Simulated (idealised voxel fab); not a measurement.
Process module in this document: voxel air gaps
The figure presents cross-section cut, which has a width of 280 nm and is divided into square cells with an edge length of 5 nm.
Bands, listed from the top down, are how a cross-section gets written in this document; the cross-section itself is a grid of square cells, and a band is one or more rows of them.
Read a band's entry like this: the first values are the height of its top and the height of its bottom in nm, and what follows is the sequence of materials from left to right, each with its width in nm. Note that "empty" is empty space, and that a single material marked "everywhere" reaches across the band from edge to edge.
Below 0: as-received wafer, all one material; heights counted from there. Lowest band: no bottom, goes on down, written "0 nm and below".
The width entry "30 to 40" should be interpreted row by row: the top row of cells in the band takes the first number, the bottom row takes the second number, and the change between adjacent rows is uniform throughout.
What does "nothing was modified" mean for a step? It means no cell of the cross-section changed in that step.
Voids not open to the top, 8 cells minimum: see "Enclosed void inventory". Written width x height at distance; distance is from the left edge; nm.
On a step's line, text after the settings is the simulator commenting on that step.
When a step includes a mask, the "overlay nm" setting on its line states how far to the right of its planned place that mask lay, and negative values state how far to the left.

Set out below are the planned steps of the process
1 RECEIVE: material Si
2 CONFORMAL_DEP: material SiO2, thk nm 10
3 CONFORMAL_DEP: material SiCN, thk nm 5
4 DIRECTIONAL_DEP: material lowk, thk nm 40
5 DIRECTIONAL_DEP: material aC, thk nm 15
6 PATTERN: tone open, mask id LINES, material resist, width nm 25, pitch nm 50, thk nm 30, overlay nm 0
7 DIRECTIONAL_ETCH: etch materials aC, depth nm 15
8 STRIP: etch materials resist
9 DIRECTIONAL_ETCH: etch materials lowk, depth nm 40
10 STRIP: etch materials aC
11 CONFORMAL_DEP: material TiN, thk nm 5
12 FILL_DEP: material Ru, thk nm 10
13 CMP: height nm 55
14 EPI: material Ru, thk nm 10
15 SELECTIVE_ETCH: etch materials lowk, depth nm 50
16 CONFORMAL_DEP: material SiCN, thk nm 5

The following pertains to the first of two wafers, which was processed as planned

Cross-section of the incoming wafer, state after step 1
- 0 nm and below: Si everywhere
- Enclosed void inventory: none

Step 2 done - wafer cross-section
- 10 nm to 0 nm: SiO2 everywhere
- Note: structure below 0 unchanged.

Step 3 done - wafer cross-section
- 15 nm to 10 nm: SiCN everywhere
- Note: structure below 10 unchanged.

Step 4 done - wafer cross-section
- 55 nm to 15 nm: lowk everywhere
- Note: structure below 15 unchanged.

Step 5 done - wafer cross-section
- 70 nm to 55 nm: aC everywhere
- Note: structure below 55 unchanged.

Step 6 done - wafer cross-section
- 100 nm to 70 nm: 75 nm resist | 25 nm empty | 25 nm resist | 25 nm empty | 25 nm resist | 25 nm empty | 80 nm resist
- Note: structure below 70 unchanged.

Step 7 done - wafer cross-section
- 85 nm to 70 nm: 75 nm resist | 25 nm empty | 25 nm resist | 25 nm empty | 25 nm resist | 25 nm empty | 80 nm resist
- 70 nm to 55 nm: 75 nm aC | 25 nm empty | 25 nm aC | 25 nm empty | 25 nm aC | 25 nm empty | 80 nm aC
- Note: structure below 55 unchanged.

Step 8 done - wafer cross-section
- 70 nm to 55 nm: 75 nm aC | 25 nm empty | 25 nm aC | 25 nm empty | 25 nm aC | 25 nm empty | 80 nm aC
- Note: structure below 55 unchanged.

Step 9 done - wafer cross-section
- 70 nm to 55 nm: 75 nm aC | 25 nm empty | 25 nm aC | 25 nm empty | 25 nm aC | 25 nm empty | 80 nm aC
- 55 nm to 15 nm: 75 nm lowk | 25 nm empty | 25 nm lowk | 25 nm empty | 25 nm lowk | 25 nm empty | 80 nm lowk
- Note: structure below 15 unchanged.

Step 10 done - wafer cross-section
- 55 nm to 15 nm: 75 nm lowk | 25 nm empty | 25 nm lowk | 25 nm empty | 25 nm lowk | 25 nm empty | 80 nm lowk
- Note: structure below 15 unchanged.

Step 11 done - wafer cross-section
- 60 nm to 55 nm: 80 nm TiN | 15 nm empty | 35 nm TiN | 15 nm empty | 35 nm TiN | 15 nm empty | 85 nm TiN
- 55 nm to 20 nm: 75 nm lowk | 5 nm TiN | 15 nm empty | 5 nm TiN | 25 nm lowk | 5 nm TiN | 15 nm empty | 5 nm TiN | 25 nm lowk | 5 nm TiN | 15 nm empty | 5 nm TiN | 80 nm lowk
- 20 nm to 15 nm: 75 nm lowk | 25 nm TiN | 25 nm lowk | 25 nm TiN | 25 nm lowk | 25 nm TiN | 80 nm lowk
- Note: structure below 15 unchanged.

Step 12 done - wafer cross-section
- 70 nm to 60 nm: Ru everywhere
- 60 nm to 55 nm: 80 nm TiN | 15 nm Ru | 35 nm TiN | 15 nm Ru | 35 nm TiN | 15 nm Ru | 85 nm TiN
- 55 nm to 20 nm: 75 nm lowk | 5 nm TiN | 15 nm Ru | 5 nm TiN | 25 nm lowk | 5 nm TiN | 15 nm Ru | 5 nm TiN | 25 nm lowk | 5 nm TiN | 15 nm Ru | 5 nm TiN | 80 nm lowk
- Note: structure below 20 unchanged.

Step 13 done - wafer cross-section
- 55 nm to 20 nm: 75 nm lowk | 5 nm TiN | 15 nm Ru | 5 nm TiN | 25 nm lowk | 5 nm TiN | 15 nm Ru | 5 nm TiN | 25 nm lowk | 5 nm TiN | 15 nm Ru | 5 nm TiN | 80 nm lowk
- Note: structure below 20 unchanged.

Step 14 done - wafer cross-section
- 65 nm to 55 nm: 65 nm empty | 45 nm Ru | 5 nm empty | 45 nm Ru | 5 nm empty | 45 nm Ru | 70 nm empty
- Note: structure below 55 unchanged.

Step 15 done - wafer cross-section
- 65 nm to 55 nm: 65 nm empty | 45 nm Ru | 5 nm empty | 45 nm Ru | 5 nm empty | 45 nm Ru | 70 nm empty
- 55 nm to 20 nm: 75 nm empty | 5 nm TiN | 15 nm Ru | 5 nm TiN | 25 nm empty | 5 nm TiN | 15 nm Ru | 5 nm TiN | 25 nm empty | 5 nm TiN | 15 nm Ru | 5 nm TiN | 80 nm empty
- 20 nm to 15 nm: 75 nm empty | 25 nm TiN | 25 nm empty | 25 nm TiN | 25 nm empty | 25 nm TiN | 80 nm empty
- Note: structure below 15 unchanged.

Step 16 done - wafer cross-section
- 70 nm to 65 nm: 60 nm empty | 155 nm SiCN | 65 nm empty
- 65 nm to 55 nm: 60 nm empty | 5 nm SiCN | 45 nm Ru | 5 nm SiCN | 45 nm Ru | 5 nm SiCN | 45 nm Ru | 5 nm SiCN | 65 nm empty
- 55 nm to 50 nm: 60 nm empty | 15 nm SiCN | 5 nm TiN | 15 nm Ru | 5 nm TiN | 25 nm SiCN | 5 nm TiN | 15 nm Ru | 5 nm TiN | 25 nm SiCN | 5 nm TiN | 15 nm Ru | 5 nm TiN | 15 nm SiCN | 65 nm empty
- 50 nm to 20 nm: 70 nm empty | 5 nm SiCN | 5 nm TiN | 15 nm Ru | 5 nm TiN | 5 nm SiCN | 15 nm empty | 5 nm SiCN | 5 nm TiN | 15 nm Ru | 5 nm TiN | 5 nm SiCN | 15 nm empty | 5 nm SiCN | 5 nm TiN | 15 nm Ru | 5 nm TiN | 5 nm SiCN | 75 nm empty
- 20 nm to 15 nm: 75 nm SiCN | 25 nm TiN | 25 nm SiCN | 25 nm TiN | 25 nm SiCN | 25 nm TiN | 80 nm SiCN
- Note: structure below 15 unchanged.
- Enclosed void inventory: 15 x 30 at 105; 15 x 30 at 155

The second wafer began exactly as the first did and followed the same plan, but one mistake was made while running it; through step 5 inclusive, the two wafers are identical

Cross-section: second wafer, time at which step 6 was scheduled to end
- 100 nm to 70 nm: 70 nm resist | 35 nm empty | 15 nm resist | 35 nm empty | 15 nm resist | 35 nm empty | 75 nm resist
- Note: structure below 70 unchanged.

Cross-section: second wafer, time at which step 7 was scheduled to end
- 85 nm to 70 nm: 70 nm resist | 35 nm empty | 15 nm resist | 35 nm empty | 15 nm resist | 35 nm empty | 75 nm resist
- 70 nm to 55 nm: 70 nm aC | 35 nm empty | 15 nm aC | 35 nm empty | 15 nm aC | 35 nm empty | 75 nm aC
- Note: structure below 55 unchanged.

Cross-section: second wafer, time at which step 8 was scheduled to end
- 70 nm to 55 nm: 70 nm aC | 35 nm empty | 15 nm aC | 35 nm empty | 15 nm aC | 35 nm empty | 75 nm aC
- Note: structure below 55 unchanged.

Cross-section: second wafer, time at which step 9 was scheduled to end
- 70 nm to 55 nm: 70 nm aC | 35 nm empty | 15 nm aC | 35 nm empty | 15 nm aC | 35 nm empty | 75 nm aC
- 55 nm to 15 nm: 70 nm lowk | 35 nm empty | 15 nm lowk | 35 nm empty | 15 nm lowk | 35 nm empty | 75 nm lowk
- Note: structure below 15 unchanged.

Cross-section: second wafer, time at which step 10 was scheduled to end
- 55 nm to 15 nm: 70 nm lowk | 35 nm empty | 15 nm lowk | 35 nm empty | 15 nm lowk | 35 nm empty | 75 nm lowk
- Note: structure below 15 unchanged.

Cross-section: second wafer, time at which step 11 was scheduled to end
- 60 nm to 55 nm: 75 nm TiN | 25 nm empty | 25 nm TiN | 25 nm empty | 25 nm TiN | 25 nm empty | 80 nm TiN
- 55 nm to 20 nm: 70 nm lowk | 5 nm TiN | 25 nm empty | 5 nm TiN | 15 nm lowk | 5 nm TiN | 25 nm empty | 5 nm TiN | 15 nm lowk | 5 nm TiN | 25 nm empty | 5 nm TiN | 75 nm lowk
- 20 nm to 15 nm: 70 nm lowk | 35 nm TiN | 15 nm lowk | 35 nm TiN | 15 nm lowk | 35 nm TiN | 75 nm lowk
- Note: structure below 15 unchanged.

Cross-section: second wafer, time at which step 12 was scheduled to end
- 70 nm to 60 nm: Ru everywhere
- 60 nm to 55 nm: 75 nm TiN | 25 nm Ru | 25 nm TiN | 25 nm Ru | 25 nm TiN | 25 nm Ru | 80 nm TiN
- 55 nm to 20 nm: 70 nm lowk | 5 nm TiN | 25 nm Ru | 5 nm TiN | 15 nm lowk | 5 nm TiN | 25 nm Ru | 5 nm TiN | 15 nm lowk | 5 nm TiN | 25 nm Ru | 5 nm TiN | 75 nm lowk
- Note: structure below 20 unchanged.

Cross-section: second wafer, time at which step 13 was scheduled to end
- 55 nm to 20 nm: 70 nm lowk | 5 nm TiN | 25 nm Ru | 5 nm TiN | 15 nm lowk | 5 nm TiN | 25 nm Ru | 5 nm TiN | 15 nm lowk | 5 nm TiN | 25 nm Ru | 5 nm TiN | 75 nm lowk
- Note: structure below 20 unchanged.

Cross-section: second wafer, time at which step 14 was scheduled to end
- 65 nm to 55 nm: 60 nm empty | 155 nm Ru | 65 nm empty
- Note: structure below 55 unchanged.

Cross-section: second wafer, time at which step 15 was scheduled to end
- 65 nm to 55 nm: 60 nm empty | 155 nm Ru | 65 nm empty
- 55 nm to 20 nm: 70 nm empty | 5 nm TiN | 25 nm Ru | 5 nm TiN | 15 nm lowk | 5 nm TiN | 25 nm Ru | 5 nm TiN | 15 nm lowk | 5 nm TiN | 25 nm Ru | 5 nm TiN | 75 nm empty
- 20 nm to 15 nm: 70 nm empty | 35 nm TiN | 15 nm lowk | 35 nm TiN | 15 nm lowk | 35 nm TiN | 75 nm empty
- Note: structure below 15 unchanged.

Cross-section: second wafer, time at which step 16 was scheduled to end
- 70 nm to 65 nm: 55 nm empty | 165 nm SiCN | 60 nm empty
- 65 nm to 55 nm: 55 nm empty | 5 nm SiCN | 155 nm Ru | 5 nm SiCN | 60 nm empty
- 55 nm to 50 nm: 55 nm empty | 15 nm SiCN | 5 nm TiN | 25 nm Ru | 5 nm TiN | 15 nm lowk | 5 nm TiN | 25 nm Ru | 5 nm TiN | 15 nm lowk | 5 nm TiN | 25 nm Ru | 5 nm TiN | 15 nm SiCN | 60 nm empty
- 50 nm to 20 nm: 65 nm empty | 5 nm SiCN | 5 nm TiN | 25 nm Ru | 5 nm TiN | 15 nm lowk | 5 nm TiN | 25 nm Ru | 5 nm TiN | 15 nm lowk | 5 nm TiN | 25 nm Ru | 5 nm TiN | 5 nm SiCN | 70 nm empty
- 20 nm to 15 nm: 70 nm SiCN | 35 nm TiN | 15 nm lowk | 35 nm TiN | 15 nm lowk | 35 nm TiN | 75 nm SiCN
- Note: structure below 15 unchanged.
What was done differently from what was planned? step 6 did not use the planned setting and instead ran as PATTERN: tone open, mask id LINES, material resist, width nm 35, pitch nm 50, thk nm 30, overlay nm 0
Count the cells at the end and the second wafer has more or fewer of some materials than the first: 50 more of Ru | 48 fewer of SiCN | 6 more of TiN | 48 more of lowk
The final tally of closed voids stands at 2 on the first wafer and 0 on the second.
